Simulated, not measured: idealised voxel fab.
process module | voxel capacitor over wiring
cross-section cut | 265 nm wide | cells 5 nm
A cross-section is a grid of square cells, given in bands from the top down. A band is one or more rows of cells.
Each band's line starts with the height of the band's top and of its bottom, in nm. Then come its materials from left to right, each with its width in nm. One material with "throughout" fills the band from edge to edge. "air" is empty space.
Height 0 is the level under which the wafer as received is all one material. The lowest band goes on downwards, as in "0 down".
A width such as "30 to 40" changes by the same amount from each row of cells to the next, from the band's top row to its bottom row.
"no change" after a step means that no cell of the cross-section changed.
closed voids: empty space of 8 cells or more with no open way to the top, each as width x height at its distance from the left edge, in nm
after a step's settings: what the simulator itself notes on the step
overlay nm, on a step with a mask: how far to the right of its planned place the mask lay; to the left if negative
plan
1 op RECEIVE | material Si
2 op CONFORMAL_DEP | material SiO2 | thk nm 15
3 op DIRECTIONAL_DEP | material TiN | thk nm 5
4 op DIRECTIONAL_DEP | material W | thk nm 15
5 op DIRECTIONAL_DEP | material aC | thk nm 10
6 op PATTERN | tone cover | mask id METAL_1 | material resist | width nm 25 | pitch nm 90 | thk nm 25 | overlay nm 0
7 op DIRECTIONAL_ETCH | etch materials aC | depth nm 10
8 op STRIP | etch materials resist
9 op DIRECTIONAL_ETCH | etch materials W | depth nm 15
10 op DIRECTIONAL_ETCH | etch materials TiN | depth nm 5
11 op STRIP | etch materials aC
12 op CONFORMAL_DEP | material SiN | thk nm 5
13 op FILL_DEP | material SiO2 | thk nm 5
14 op CMP | height nm 35
15 op CONFORMAL_DEP | material SiCN | thk nm 5
16 op DIRECTIONAL_DEP | material lowk | thk nm 10
17 op MASKED_ETCH | tone open | mask id PLUG_1 | width nm 15 | etch materials lowk | depth nm 10 | overlay nm 0
18 op MASKED_ETCH | tone open | mask id PLUG_1 | width nm 15 | etch materials SiCN | depth nm 5 | overlay nm 0
19 op CONFORMAL_DEP | material TiN | thk nm 5
20 op FILL_DEP | material Cu | thk nm 5
21 op CMP | height nm 50
22 op DIRECTIONAL_DEP | material TiN | thk nm 10
23 op DIRECTIONAL_DEP | material SiN | thk nm 5
24 op DIRECTIONAL_DEP | material TiN | thk nm 10
25 op MASKED_ETCH | tone cover | mask id UPPER_PLATE | width nm 70 | etch materials TiN | depth nm 10 | overlay nm 0
26 op MASKED_ETCH | tone cover | mask id UPPER_PLATE | width nm 70 | etch materials SiN | depth nm 5 | overlay nm 0
27 op DIRECTIONAL_DEP | material aC | thk nm 10
28 op PATTERN | tone cover | mask id LOWER_PLATE | material resist | width nm 80 | thk nm 30 | overlay nm 0
29 op DIRECTIONAL_ETCH | etch materials aC | depth nm 10
30 op STRIP | etch materials resist
31 op DIRECTIONAL_ETCH | etch materials TiN | depth nm 10
32 op STRIP | etch materials aC
33 op FILL_DEP | material SiO2 | thk nm 15
34 op CMP | height nm 85
35 op PATTERN | tone open | mask id PLUG_2 | material resist | width nm 15 | thk nm 15 | overlay nm 0
36 op DIRECTIONAL_ETCH | etch materials SiO2 | depth nm 10
37 op STRIP | etch materials resist
38 op CONFORMAL_DEP | material TiN | thk nm 5
39 op FILL_DEP | material W | thk nm 5
40 op CMP | height nm 85
41 op CONFORMAL_DEP | material SiCN | thk nm 5
first wafer, as planned
as received, after step 1
  0 down: Si throughout
  closed voids: none
after step 2
  15 to 0: SiO2 throughout
  below 0: unchanged
after step 3
  20 to 15: TiN throughout
  below 15: unchanged
after step 4
  35 to 20: W throughout
  below 20: unchanged
after step 5
  45 to 35: aC throughout
  below 35: unchanged
after step 6
  70 to 45: air 75 | resist 25 | air 65 | resist 25 | air 75
  below 45: unchanged
after step 7
  60 to 45: air 75 | resist 25 | air 65 | resist 25 | air 75
  45 to 35: air 75 | aC 25 | air 65 | aC 25 | air 75
  below 35: unchanged
after step 8
  45 to 35: air 75 | aC 25 | air 65 | aC 25 | air 75
  below 35: unchanged
after step 9
  45 to 35: air 75 | aC 25 | air 65 | aC 25 | air 75
  35 to 20: air 75 | W 25 | air 65 | W 25 | air 75
  below 20: unchanged
after step 10
  45 to 35: air 75 | aC 25 | air 65 | aC 25 | air 75
  35 to 20: air 75 | W 25 | air 65 | W 25 | air 75
  20 to 15: air 75 | TiN 25 | air 65 | TiN 25 | air 75
  below 15: unchanged
after step 11
  35 to 20: air 75 | W 25 | air 65 | W 25 | air 75
  below 20: unchanged
after step 12
  40 to 35: air 70 | SiN 35 | air 55 | SiN 35 | air 70
  35 to 20: air 70 | SiN 5 | W 25 | SiN 5 | air 55 | SiN 5 | W 25 | SiN 5 | air 70
  20 to 15: SiN 75 | TiN 25 | SiN 65 | TiN 25 | SiN 75
  below 15: unchanged
after step 13
  45 to 40: SiO2 throughout
  40 to 35: SiO2 70 | SiN 35 | SiO2 55 | SiN 35 | SiO2 70
  35 to 20: SiO2 70 | SiN 5 | W 25 | SiN 5 | SiO2 55 | SiN 5 | W 25 | SiN 5 | SiO2 70
  below 20: unchanged
after step 14
  35 to 20: SiO2 70 | SiN 5 | W 25 | SiN 5 | SiO2 55 | SiN 5 | W 25 | SiN 5 | SiO2 70
  below 20: unchanged
after step 15
  40 to 35: SiCN throughout
  below 35: unchanged
after step 16
  50 to 40: lowk throughout
  below 40: unchanged
after step 17
  50 to 40: lowk 85 | air 15 | lowk 165
  below 40: unchanged
after step 18
  50 to 40: lowk 85 | air 15 | lowk 165
  40 to 35: SiCN 85 | air 15 | SiCN 165
  below 35: unchanged
after step 19
  55 to 50: TiN 90 | air 5 | TiN 170
  50 to 40: lowk 85 | TiN 5 | air 5 | TiN 5 | lowk 165
  40 to 35: SiCN 85 | TiN 15 | SiCN 165
  below 35: unchanged
after step 20
  60 to 55: Cu throughout
  55 to 50: TiN 90 | Cu 5 | TiN 170
  50 to 40: lowk 85 | TiN 5 | Cu 5 | TiN 5 | lowk 165
  below 40: unchanged
after step 21
  50 to 40: lowk 85 | TiN 5 | Cu 5 | TiN 5 | lowk 165
  below 40: unchanged
after step 22
  60 to 50: TiN throughout
  below 50: unchanged
after step 23
  65 to 60: SiN throughout
  below 60: unchanged
after step 24
  75 to 65: TiN throughout
  below 65: unchanged
after step 25
  75 to 65: air 85 | TiN 70 | air 110
  below 65: unchanged
after step 26
  75 to 65: air 85 | TiN 70 | air 110
  65 to 60: air 85 | SiN 70 | air 110
  below 60: unchanged
after step 27
  85 to 75: air 85 | aC 70 | air 110
  75 to 70: air 85 | TiN 70 | air 110
  70 to 65: aC 85 | TiN 70 | aC 110
  65 to 60: aC 85 | SiN 70 | aC 110
  below 60: unchanged
after step 28
  115 to 85: air 80 | resist 80 | air 105
  85 to 75: air 80 | resist 5 | aC 70 | resist 5 | air 105
  75 to 70: air 80 | resist 5 | TiN 70 | resist 5 | air 105
  below 70: unchanged
after step 29
  105 to 85: air 80 | resist 80 | air 105
  85 to 75: air 80 | resist 5 | aC 70 | resist 5 | air 105
  75 to 70: air 80 | resist 5 | TiN 70 | resist 5 | air 105
  70 to 65: air 80 | aC 5 | TiN 70 | aC 5 | air 105
  65 to 60: air 80 | aC 5 | SiN 70 | aC 5 | air 105
  below 60: unchanged
after step 30
  85 to 75: air 85 | aC 70 | air 110
  75 to 70: air 85 | TiN 70 | air 110
  below 70: unchanged
after step 31
  85 to 75: air 85 | aC 70 | air 110
  75 to 70: air 85 | TiN 70 | air 110
  70 to 65: air 80 | aC 5 | TiN 70 | aC 5 | air 105
  65 to 60: air 80 | aC 5 | SiN 70 | aC 5 | air 105
  60 to 50: air 80 | TiN 80 | air 105
  below 50: unchanged
after step 32
  75 to 65: air 85 | TiN 70 | air 110
  65 to 60: air 85 | SiN 70 | air 110
  below 60: unchanged
after step 33
  90 to 75: SiO2 throughout
  75 to 65: SiO2 85 | TiN 70 | SiO2 110
  65 to 60: SiO2 85 | SiN 70 | SiO2 110
  60 to 50: SiO2 80 | TiN 80 | SiO2 105
  below 50: unchanged
after step 34
  85 to 75: SiO2 throughout
  below 75: unchanged
after step 35
  100 to 85: resist 95 | air 15 | resist 155
  below 85: unchanged
after step 36
  100 to 85: resist 95 | air 15 | resist 155
  85 to 75: SiO2 95 | air 15 | SiO2 155
  below 75: unchanged
after step 37
  85 to 75: SiO2 95 | air 15 | SiO2 155
  below 75: unchanged
after step 38
  90 to 85: TiN 100 | air 5 | TiN 160
  85 to 80: SiO2 95 | TiN 5 | air 5 | TiN 5 | SiO2 155
  80 to 75: SiO2 95 | TiN 15 | SiO2 155
  below 75: unchanged
after step 39
  95 to 90: W throughout
  90 to 85: TiN 100 | W 5 | TiN 160
  85 to 80: SiO2 95 | TiN 5 | W 5 | TiN 5 | SiO2 155
  below 80: unchanged
after step 40
  85 to 80: SiO2 95 | TiN 5 | W 5 | TiN 5 | SiO2 155
  below 80: unchanged
after step 41
  90 to 85: SiCN throughout
  below 85: unchanged
second wafer: like start, like plan, one mistake. Through step 17 it matches the first wafer
when step 18 should have ended
  50 to 40: lowk 85 | air 15 | lowk 165
  40 to 35: SiCN 95 | air 5 | SiCN 165
  below 35: unchanged
when step 19 should have ended
  55 to 50: TiN 90 | air 5 | TiN 170
  50 to 45: lowk 85 | TiN 5 | air 5 | TiN 5 | lowk 165
  45 to 40: lowk 85 | TiN 15 | lowk 165
  40 to 35: SiCN 95 | TiN 5 | SiCN 165
  below 35: unchanged
when step 20 should have ended
  60 to 55: Cu throughout
  55 to 50: TiN 90 | Cu 5 | TiN 170
  50 to 45: lowk 85 | TiN 5 | Cu 5 | TiN 5 | lowk 165
  below 45: unchanged
when step 21 should have ended
  50 to 45: lowk 85 | TiN 5 | Cu 5 | TiN 5 | lowk 165
  below 45: unchanged
when step 22 should have ended
  60 to 50: TiN throughout
  below 50: unchanged
when step 23 should have ended
  65 to 60: SiN throughout
  below 60: unchanged
when step 24 should have ended
  75 to 65: TiN throughout
  below 65: unchanged
when step 25 should have ended
  75 to 65: air 85 | TiN 70 | air 110
  below 65: unchanged
when step 26 should have ended
  75 to 65: air 85 | TiN 70 | air 110
  65 to 60: air 85 | SiN 70 | air 110
  below 60: unchanged
when step 27 should have ended
  85 to 75: air 85 | aC 70 | air 110
  75 to 70: air 85 | TiN 70 | air 110
  70 to 65: aC 85 | TiN 70 | aC 110
  65 to 60: aC 85 | SiN 70 | aC 110
  below 60: unchanged
when step 28 should have ended
  115 to 85: air 80 | resist 80 | air 105
  85 to 75: air 80 | resist 5 | aC 70 | resist 5 | air 105
  75 to 70: air 80 | resist 5 | TiN 70 | resist 5 | air 105
  below 70: unchanged
when step 29 should have ended
  105 to 85: air 80 | resist 80 | air 105
  85 to 75: air 80 | resist 5 | aC 70 | resist 5 | air 105
  75 to 70: air 80 | resist 5 | TiN 70 | resist 5 | air 105
  70 to 65: air 80 | aC 5 | TiN 70 | aC 5 | air 105
  65 to 60: air 80 | aC 5 | SiN 70 | aC 5 | air 105
  below 60: unchanged
when step 30 should have ended
  85 to 75: air 85 | aC 70 | air 110
  75 to 70: air 85 | TiN 70 | air 110
  below 70: unchanged
when step 31 should have ended
  85 to 75: air 85 | aC 70 | air 110
  75 to 70: air 85 | TiN 70 | air 110
  70 to 65: air 80 | aC 5 | TiN 70 | aC 5 | air 105
  65 to 60: air 80 | aC 5 | SiN 70 | aC 5 | air 105
  60 to 50: air 80 | TiN 80 | air 105
  below 50: unchanged
when step 32 should have ended
  75 to 65: air 85 | TiN 70 | air 110
  65 to 60: air 85 | SiN 70 | air 110
  below 60: unchanged
when step 33 should have ended
  90 to 75: SiO2 throughout
  75 to 65: SiO2 85 | TiN 70 | SiO2 110
  65 to 60: SiO2 85 | SiN 70 | SiO2 110
  60 to 50: SiO2 80 | TiN 80 | SiO2 105
  below 50: unchanged
when step 34 should have ended
  85 to 75: SiO2 throughout
  below 75: unchanged
when step 35 should have ended
  100 to 85: resist 95 | air 15 | resist 155
  below 85: unchanged
when step 36 should have ended
  100 to 85: resist 95 | air 15 | resist 155
  85 to 75: SiO2 95 | air 15 | SiO2 155
  below 75: unchanged
when step 37 should have ended
  85 to 75: SiO2 95 | air 15 | SiO2 155
  below 75: unchanged
when step 38 should have ended
  90 to 85: TiN 100 | air 5 | TiN 160
  85 to 80: SiO2 95 | TiN 5 | air 5 | TiN 5 | SiO2 155
  80 to 75: SiO2 95 | TiN 15 | SiO2 155
  below 75: unchanged
when step 39 should have ended
  95 to 90: W throughout
  90 to 85: TiN 100 | W 5 | TiN 160
  85 to 80: SiO2 95 | TiN 5 | W 5 | TiN 5 | SiO2 155
  below 80: unchanged
when step 40 should have ended
  85 to 80: SiO2 95 | TiN 5 | W 5 | TiN 5 | SiO2 155
  below 80: unchanged
when step 41 should have ended
  90 to 85: SiCN throughout
  below 85: unchanged
what went wrong: step 18 ran as: op MASKED_ETCH | tone open | mask id PLUG_1 | width nm 15 | etch materials SiCN | depth nm 5 | overlay nm 10
at the end the second wafer has, in cells: 1 fewer of Cu | 2 more of SiCN | 1 fewer of TiN
